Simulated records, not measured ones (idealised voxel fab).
Proc. module: voxel double patterning
Each square cell in cross-section cut measures 5 nm, and the section as a whole is 295 nm wide.
This document writes a cross-section as a grid whose cells are square, and gives it as bands, listed from the top down; one or more rows of cells form a band.
Band: top height; bottom height; in nm. Then, left to right: material with width in nm, for each material. "edge to edge": a single material spanning edge to edge. "air": empty space.
All heights in this document are referenced to 0, defined as the level beneath which the wafer, as received, consists entirely of one material. The lowest band is not bounded below; it extends indefinitely downward and is written in the form "z 0 and below".
Per-row width for "30->40": begins at first number (top row of band), ends at second number (bottom row), increment between rows held constant.
"left unchanged" (step): cross-section cells unchanged, all of them.
Basically, "Enclosed empty spaces" tells you about the enclosed voids: empty spaces with no open way to the top, 8 cells or bigger, each written width x height at distance, where distance is from the left edge, all in nm.
If you see something after the settings on a step's line, that's the simulator's own remark about that step.
A step's line can hold "overlay nm"; with a mask on that step, the setting says how far right of the planned place the mask lay, while a negative setting says it lay to the left.

### This section lists the process steps that were planned
| 1 | RECEIVE,material Si |
| 2 | CONFORMAL_DEP,material SiO2,thk nm 5 |
| 3 | DIRECTIONAL_DEP,material W,thk nm 10 |
| 4 | DIRECTIONAL_DEP,material SiCN,thk nm 10 |
| 5 | DIRECTIONAL_DEP,material aC,thk nm 15 |
| 6 | PATTERN,tone open,mask id FIRST,material resist,width nm 15,pitch nm 50,thk nm 35,overlay nm 0 |
| 7 | DIRECTIONAL_ETCH,etch materials aC,depth nm 15 |
| 8 | STRIP,etch materials resist |
| 9 | DIRECTIONAL_ETCH,etch materials SiCN,depth nm 10 |
| 10 | STRIP,etch materials aC |
| 11 | MASKED_ETCH,tone open,mask id SECOND,width nm 15,etch materials SiCN,depth nm 10,overlay nm 0 |
| 12 | DIRECTIONAL_ETCH,etch materials W,depth nm 10 |
| 13 | STRIP,etch materials SiCN |

### The first wafer of two, processed as planned

### Wafer cross-section on receipt, i.e. after step 1
	z 0 and below: Si edge to edge
	Enclosed empty spaces: none

### Wafer after step 2 (cross-section)
	z 5 to 0: SiO2 edge to edge
	Rest of section, below 0: as before.

### Wafer after step 3 (cross-section)
	z 15 to 5: W edge to edge
	Rest of section, below 5: as before.

### Wafer after step 4 (cross-section)
	z 25 to 15: SiCN edge to edge
	Rest of section, below 15: as before.

### Wafer after step 5 (cross-section)
	z 40 to 25: aC edge to edge
	Rest of section, below 25: as before.

### Wafer after step 6 (cross-section)
	z 75 to 40: resist=115 / air=15 / resist=35 / air=15 / resist=115
	Rest of section, below 40: as before.

### Wafer after step 7 (cross-section)
	z 60 to 40: resist=115 / air=15 / resist=35 / air=15 / resist=115
	z 40 to 25: aC=115 / air=15 / aC=35 / air=15 / aC=115
	Rest of section, below 25: as before.

### Wafer after step 8 (cross-section)
	z 40 to 25: aC=115 / air=15 / aC=35 / air=15 / aC=115
	Rest of section, below 25: as before.

### Wafer after step 9 (cross-section)
	z 40 to 25: aC=115 / air=15 / aC=35 / air=15 / aC=115
	z 25 to 15: SiCN=115 / air=15 / SiCN=35 / air=15 / SiCN=115
	Rest of section, below 15: as before.

### Wafer after step 10 (cross-section)
	z 25 to 15: SiCN=115 / air=15 / SiCN=35 / air=15 / SiCN=115
	Rest of section, below 15: as before.

### Wafer after step 11 (cross-section)
	z 25 to 15: SiCN=115 / air=15 / SiCN=10 / air=15 / SiCN=10 / air=15 / SiCN=115
	Rest of section, below 15: as before.

### Wafer after step 12 (cross-section)
	z 25 to 15: SiCN=115 / air=15 / SiCN=10 / air=15 / SiCN=10 / air=15 / SiCN=115
	z 15 to 5: W=115 / air=15 / W=10 / air=15 / W=10 / air=15 / W=115
	Rest of section, below 5: as before.

### Wafer after step 13 (cross-section)
	z 15 to 5: W=115 / air=15 / W=10 / air=15 / W=10 / air=15 / W=115
	Rest of section, below 5: as before.

### It is to be noted that the second wafer proceeded from the same initial state and according to the same plan as the first, although one mistake was committed in its execution; through step 1, inclusive, the two wafers share an identical history

### Here is the second wafer in cross-section at the point where step 2 of the plan should have been done
	z 5 to 0: aC edge to edge
	Rest of section, below 0: as before.

### Here is the second wafer in cross-section at the point where step 3 of the plan should have been done
	z 15 to 5: W edge to edge
	Rest of section, below 5: as before.

### Here is the second wafer in cross-section at the point where step 4 of the plan should have been done
	z 25 to 15: SiCN edge to edge
	Rest of section, below 15: as before.

### Here is the second wafer in cross-section at the point where step 5 of the plan should have been done
	z 40 to 25: aC edge to edge
	Rest of section, below 25: as before.

### Here is the second wafer in cross-section at the point where step 6 of the plan should have been done
	z 75 to 40: resist=115 / air=15 / resist=35 / air=15 / resist=115
	Rest of section, below 40: as before.

### Here is the second wafer in cross-section at the point where step 7 of the plan should have been done
	z 60 to 40: resist=115 / air=15 / resist=35 / air=15 / resist=115
	z 40 to 25: aC=115 / air=15 / aC=35 / air=15 / aC=115
	Rest of section, below 25: as before.

### Here is the second wafer in cross-section at the point where step 8 of the plan should have been done
	z 40 to 25: aC=115 / air=15 / aC=35 / air=15 / aC=115
	Rest of section, below 25: as before.

### Here is the second wafer in cross-section at the point where step 9 of the plan should have been done
	z 40 to 25: aC=115 / air=15 / aC=35 / air=15 / aC=115
	z 25 to 15: SiCN=115 / air=15 / SiCN=35 / air=15 / SiCN=115
	Rest of section, below 15: as before.

### Here is the second wafer in cross-section at the point where step 10 of the plan should have been done
	z 25 to 15: SiCN=115 / air=15 / SiCN=35 / air=15 / SiCN=115
	Rest of section, below 15: as before.

### Here is the second wafer in cross-section at the point where step 11 of the plan should have been done
	z 25 to 15: SiCN=115 / air=15 / SiCN=10 / air=15 / SiCN=10 / air=15 / SiCN=115
	Rest of section, below 15: as before.

### Here is the second wafer in cross-section at the point where step 12 of the plan should have been done
	z 25 to 15: SiCN=115 / air=15 / SiCN=10 / air=15 / SiCN=10 / air=15 / SiCN=115
	z 15 to 5: W=115 / air=15 / W=10 / air=15 / W=10 / air=15 / W=115
	Rest of section, below 5: as before.

### Here is the second wafer in cross-section at the point where step 13 of the plan should have been done
	z 15 to 5: W=115 / air=15 / W=10 / air=15 / W=10 / air=15 / W=115
	Rest of section, below 5: as before.
The mistake made against the process plan was this: the process deviated at step 2: the operation and settings actually run there were CONFORMAL_DEP,material aC,thk nm 5
Once processing is complete, comparing cell counts shows that the second wafer has more or fewer of certain materials than the first: 59 fewer of SiO2 | 59 more of aC
